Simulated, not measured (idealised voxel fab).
The process module that follows is named voxel transistor to metal.
In the cross-section labelled cut, the width is 140 nm and each square cell is 5 nm.
This document writes a cross-section as a grid whose cells are square, and gives it as bands, listed from the top down; one or more rows of cells form a band. It is stipulated that each band's entry specify, in nanometres, the height of the top of the band and then that of its bottom, followed by the materials of the band in left-to-right sequence, each together with its width in nanometres. A single material marked by the word "all across" is understood to fill the band from edge to edge; the word "air" is understood to denote empty space. Basically, 0 is our baseline, since under it the wafer straight out of the box is all one material. The bottom band has no lower end and keeps on going down, so it looks like "0..down". Note: "30->40" means the width goes from the first number (top row of the band) to the second number (bottom row) in equal steps per row of cells. "remains unaltered" -> step changed no cross-section cell. Enclosed internal cavities: empty space of 8 cells or more with no open way to the top, each as width x height at its distance from the left edge, in nm. Anything after a step's settings on that line? It's the simulator's own note about the step. The setting "overlay nm" may be written on the line of a step. When the step uses a mask, the value reports how far to the right of the planned place the mask lay, and a negative value reports that it lay to the left.

The steps planned for the process are as follows:
step 1: RECEIVE, material Si
step 2: OXIDIZE, depth nm 5
step 3: CONFORMAL_DEP, material SiN, thk nm 15
step 4: DIRECTIONAL_DEP, material aC, thk nm 15
step 5: PATTERN, tone cover, mask id ACTIVE, material resist, width nm 105, thk nm 30, overlay nm 0
step 6: DIRECTIONAL_ETCH, etch materials aC, depth nm 15
step 7: STRIP, etch materials resist
step 8: DIRECTIONAL_ETCH, etch materials SiN, depth nm 15
step 9: DIRECTIONAL_ETCH, etch materials SiO2, depth nm 5
step 10: DIRECTIONAL_ETCH, etch materials Si, depth nm 20
step 11: STRIP, etch materials aC
step 12: OXIDIZE, depth nm 5
step 13: FILL_DEP, material SiO2, thk nm 5
step 14: CMP, height nm 15
step 15: SELECTIVE_ETCH, etch materials SiO2, depth nm 10
step 16: STRIP, etch materials SiN
step 17: SELECTIVE_ETCH, etch materials SiO2, depth nm 5
step 18: OXIDIZE, depth nm 5
step 19: DIRECTIONAL_DEP, material polySi, thk nm 30
step 20: DIRECTIONAL_DEP, material SiCN, thk nm 15
step 21: PATTERN, tone cover, mask id GATE, material resist, width nm 25, thk nm 20, overlay nm 0
step 22: DIRECTIONAL_ETCH, etch materials SiCN, depth nm 25
step 23: DIRECTIONAL_ETCH, etch materials polySi, depth nm 40
step 24: STRIP, etch materials resist
step 25: CONFORMAL_DEP, material SiN, thk nm 5
step 26: DIRECTIONAL_ETCH, etch materials SiN, depth nm 5
step 27: DIRECTIONAL_ETCH, etch materials SiO2, depth nm 5
step 28: DIRECTIONAL_ETCH, etch materials Si, depth nm 15
step 29: EPI, material nSi, thk nm 15
step 30: FILL_DEP, material SiO2, thk nm 5
step 31: CMP, height nm 40
step 32: DIRECTIONAL_DEP, material SiO2, thk nm 10
step 33: MASKED_ETCH, tone open, mask id CONTACT, width nm 20, pitch nm 75, etch materials SiO2, depth nm 60, overlay nm 0
step 34: CONFORMAL_DEP, material TiN, thk nm 5
step 35: FILL_DEP, material Ru, thk nm 5
step 36: CMP, height nm 50
step 37: DIRECTIONAL_DEP, material TiN, thk nm 5
step 38: DIRECTIONAL_DEP, material Ru, thk nm 20
step 39: DIRECTIONAL_DEP, material aC, thk nm 15
step 40: PATTERN, tone cover, mask id METAL_1, material resist, width nm 20, pitch nm 75, thk nm 35, overlay nm 0
step 41: DIRECTIONAL_ETCH, etch materials aC, depth nm 15
step 42: STRIP, etch materials resist
step 43: DIRECTIONAL_ETCH, etch materials Ru, depth nm 20
step 44: DIRECTIONAL_ETCH, etch materials TiN, depth nm 5
step 45: STRIP, etch materials aC
step 46: CONFORMAL_DEP, material SiCN, thk nm 5
step 47: FILL_DEP, material lowk, thk nm 10
step 48: CMP, height nm 75
step 49: CONFORMAL_DEP, material SiN, thk nm 5
The wafers are alike at the start. At step 46, their thk nm differs. The plan lists the first wafer's value.

As-received state after step 1, first of several wafers, cross-section:
  0..down | Si all across
  Enclosed internal cavities: none

Depicted here is the first of several wafers in cross-section, at module completion following the last step, step 49:
  80..75 | SiN all across
  75..55 | 15 lowk; 5 SiCN; 20 Ru; 5 SiCN; 45 lowk; 5 SiCN; 20 Ru; 5 SiCN; 20 lowk
  55..50 | 20 SiCN; 20 TiN; 55 SiCN; 20 TiN; 25 SiCN
  50..40 | 20 SiO2; 5 TiN; 10 Ru; 5 TiN; 55 SiO2; 5 TiN; 10 Ru; 5 TiN; 25 SiO2
  40..25 | 20 SiO2; 5 TiN; 10 Ru; 5 TiN; 10 SiO2; 5 SiN; 25 SiCN; 5 SiN; 10 SiO2; 5 TiN; 10 Ru; 5 TiN; 25 SiO2
  25..10 | 20 SiO2; 5 TiN; 10 Ru; 5 TiN; 10 SiO2; 5 SiN; 25 polySi; 5 SiN; 10 SiO2; 5 TiN; 10 Ru; 5 TiN; 25 SiO2
  10..5 | 20 SiO2; 5 TiN; 5 Ru; 10 TiN; 10 SiO2; 5 SiN; 25 polySi; 5 SiN; 10 SiO2; 10 TiN; 5 Ru; 5 TiN; 25 SiO2
  5..0 | 20 SiO2; 5 TiN; 5 Ru; 5 TiN; 15 nSi; 5 SiN; 25 polySi; 5 SiN; 15 nSi; 5 TiN; 5 Ru; 5 TiN; 25 SiO2
  0..-5 | 10 SiO2; 5 SiN; 5 SiO2; 5 TiN; 5 Ru; 5 TiN; 15 nSi; 5 SiN; 25 polySi; 5 SiN; 15 nSi; 5 TiN; 5 Ru; 5 TiN; 5 SiO2; 5 SiN; 15 SiO2
  -5..-10 | 20 SiO2; 15 TiN; 15 nSi; 35 SiO2; 15 nSi; 15 TiN; 25 SiO2
  -10..-25 | 20 SiO2; 30 nSi; 35 Si; 30 nSi; 25 SiO2
  -25..-30 | 20 SiO2; 95 Si; 25 SiO2
  -30..down | Si all across
  Enclosed internal cavities: none

Cross-section of the last wafer at end of module:
  80..75 | SiN all across
  75..70 | 20 SiCN; 20 Ru; 20 SiCN; 15 lowk; 20 SiCN; 20 Ru; 20 SiCN; 5 lowk
  70..55 | 20 SiCN; 20 Ru; 55 SiCN; 20 Ru; 25 SiCN
  55..50 | 20 SiCN; 20 TiN; 55 SiCN; 20 TiN; 25 SiCN
  50..40 | 20 SiO2; 5 TiN; 10 Ru; 5 TiN; 55 SiO2; 5 TiN; 10 Ru; 5 TiN; 25 SiO2
  40..25 | 20 SiO2; 5 TiN; 10 Ru; 5 TiN; 10 SiO2; 5 SiN; 25 SiCN; 5 SiN; 10 SiO2; 5 TiN; 10 Ru; 5 TiN; 25 SiO2
  25..10 | 20 SiO2; 5 TiN; 10 Ru; 5 TiN; 10 SiO2; 5 SiN; 25 polySi; 5 SiN; 10 SiO2; 5 TiN; 10 Ru; 5 TiN; 25 SiO2
  10..5 | 20 SiO2; 5 TiN; 5 Ru; 10 TiN; 10 SiO2; 5 SiN; 25 polySi; 5 SiN; 10 SiO2; 10 TiN; 5 Ru; 5 TiN; 25 SiO2
  5..0 | 20 SiO2; 5 TiN; 5 Ru; 5 TiN; 15 nSi; 5 SiN; 25 polySi; 5 SiN; 15 nSi; 5 TiN; 5 Ru; 5 TiN; 25 SiO2
  0..-5 | 10 SiO2; 5 SiN; 5 SiO2; 5 TiN; 5 Ru; 5 TiN; 15 nSi; 5 SiN; 25 polySi; 5 SiN; 15 nSi; 5 TiN; 5 Ru; 5 TiN; 5 SiO2; 5 SiN; 15 SiO2
  -5..-10 | 20 SiO2; 15 TiN; 15 nSi; 35 SiO2; 15 nSi; 15 TiN; 25 SiO2
  -10..-25 | 20 SiO2; 30 nSi; 35 Si; 30 nSi; 25 SiO2
  -25..-30 | 20 SiO2; 95 Si; 25 SiO2
  -30..down | Si all across
  Enclosed internal cavities: none

Each row below is a wafer at the end of the module, listing for every material the number of cells it has gained (+) or lost (-) since it was received, followed by its closed voids:
thk nm 5, +70 Ru, -128 Si, +51 SiCN, +48 SiN, +199 SiO2, +60 TiN, +64 lowk, +54 nSi, +30 polySi, Enclosed internal cavities: none
thk nm 10, +70 Ru, -128 Si, +79 SiCN, +48 SiN, +199 SiO2, +60 TiN, +36 lowk, +54 nSi, +30 polySi, Enclosed internal cavities: none
thk nm 15, +70 Ru, -128 Si, +99 SiCN, +48 SiN, +199 SiO2, +60 TiN, +16 lowk, +54 nSi, +30 polySi, Enclosed internal cavities: none
thk nm 20, +70 Ru, -128 Si, +111 SiCN, +48 SiN, +199 SiO2, +60 TiN, +4 lowk, +54 nSi, +30 polySi, Enclosed internal cavities: none
